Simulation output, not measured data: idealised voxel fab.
process module | voxel trench capacitor
cross-section cut | 160 nm wide | cells 5 nm
A cross-section is a grid of square cells, given in bands from the top down. A band is one or more rows of cells.
Each band's line starts with the height of the band's top and of its bottom, in nm. Then come its materials from left to right, each with its width in nm. One material with "throughout" fills the band from edge to edge. "air" is empty space.
Height 0 is the level under which the wafer as received is all one material. The lowest band goes on downwards, as in "0 down".
A width such as "30 to 40" changes by the same amount from each row of cells to the next, from the band's top row to its bottom row.
"no change" after a step means that no cell of the cross-section changed.
closed voids: empty space of 8 cells or more with no open way to the top, each as width x height at its distance from the left edge, in nm
after a step's settings: what the simulator itself notes on the step
overlay nm, on a step with a mask: how far to the right of its planned place the mask lay; to the left if negative
plan
1 op RECEIVE | material Si
2 op CONFORMAL_DEP | material SiN | thk nm 5
3 op DIRECTIONAL_DEP | material aC | thk nm 15
4 op PATTERN | tone open | mask id TRENCH | material resist | width nm 25 | pitch nm 45 | thk nm 35 | overlay nm 0
5 op DIRECTIONAL_ETCH | etch materials aC | depth nm 15
6 op STRIP | etch materials resist
7 op DIRECTIONAL_ETCH | etch materials SiN | depth nm 5
8 op DIRECTIONAL_ETCH | etch materials Si | depth nm 30
9 op STRIP | etch materials aC
10 op CONFORMAL_DEP | material Al2O3 | thk nm 5
11 op CONFORMAL_DEP | material TiN | thk nm 5
12 op FILL_DEP | material W | thk nm 10
13 op CMP | height nm 5
varied across the wafers: thk nm of step 2. The plan shows the first wafer's value. All wafers start alike
first wafer as received, after step 1
  0 down: Si throughout
  closed voids: none
each wafer at the end: cells of each material gained (+) or lost (-) since it was received, then its closed voids
thk nm 5 | +34 Al2O3 | -60 Si | +22 SiN | +26 TiN | +10 W | closed voids: none
thk nm 10 | +32 SiN | closed voids: none
thk nm 15 | +32 SiN | closed voids: none
thk nm 20 | +32 SiN | closed voids: none
